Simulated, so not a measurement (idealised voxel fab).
voxel air gaps: a process module
Shown is cross-section cut, with a width of 290 nm and square cells of size 5 nm.
A cross-section is a grid of square cells, given in bands from the top down. A band is one or more rows of cells.
The entry gives the band's vertical extent as a top height and a bottom height in nm, then its horizontal make-up as materials from left to right, each with a width in nm. "air" stands for empty space; a single material marked "everywhere" fills the band edge to edge.
Height datum 0, below which the as-received substrate wafer is one material. Lowest band open at the bottom, running downward: "top 0, no bottom".
The expression "30..40" gives the width at the extremes of the band, the first number at its top row of cells and the second at its bottom row, with the width changing by equal amounts from each row to the next in between.
Given "no change" for a step, no cell of the cross-section differs between before and after that step.
The list in "Enclosed void list" covers empty spaces of 8 cells or more that cannot reach the top through any open way, and it gives each as width x height at distance; the distance is from the left edge, and width, height and distance are in nm.
Heads up: the bit after the settings on a step's line is the simulator's remark on that step.
The line of a step may include "overlay nm". On a step with a mask, this value is how far to the right of its planned place the mask lay. A negative value means the mask lay to the left.

-- Below is the list of planned process steps
1: RECEIVE: material Si
2: CONFORMAL_DEP: material SiO2, thk nm 10
3: CONFORMAL_DEP: material SiCN, thk nm 5
4: DIRECTIONAL_DEP: material lowk, thk nm 40
5: PATTERN: tone open, mask id LINES, material resist, width nm 15, pitch nm 40, thk nm 15, overlay nm 0
6: DIRECTIONAL_ETCH: etch materials lowk, depth nm 40
7: STRIP: etch materials resist
8: CONFORMAL_DEP: material TiN, thk nm 5
9: FILL_DEP: material Ru, thk nm 10
10: CMP: height nm 55
11: EPI: material Ru, thk nm 10
12: SELECTIVE_ETCH: etch materials lowk, depth nm 50
13: CONFORMAL_DEP: material SiCN, thk nm 5
Wafer-to-wafer difference: width nm, step 5. Common start. Plan = first wafer's value.

-- Cross-section of the first incoming wafer of several, state after step 1
    top 0, no bottom = Si everywhere
    Enclosed void list: none

-- End of module, by wafer: material-by-material cell gain (+) or loss (-) since receipt, then closed voids
width nm 15, +63 Ru, +192 SiCN, +116 SiO2, +51 TiN, Enclosed void list: 15 x 30 at 115; 15 x 30 at 155
width nm 20, +90 Ru, +144 SiCN, +116 SiO2, +54 TiN, +64 lowk, Enclosed void list: none
width nm 25, +113 Ru, +144 SiCN, +116 SiO2, +57 TiN, +48 lowk, Enclosed void list: none
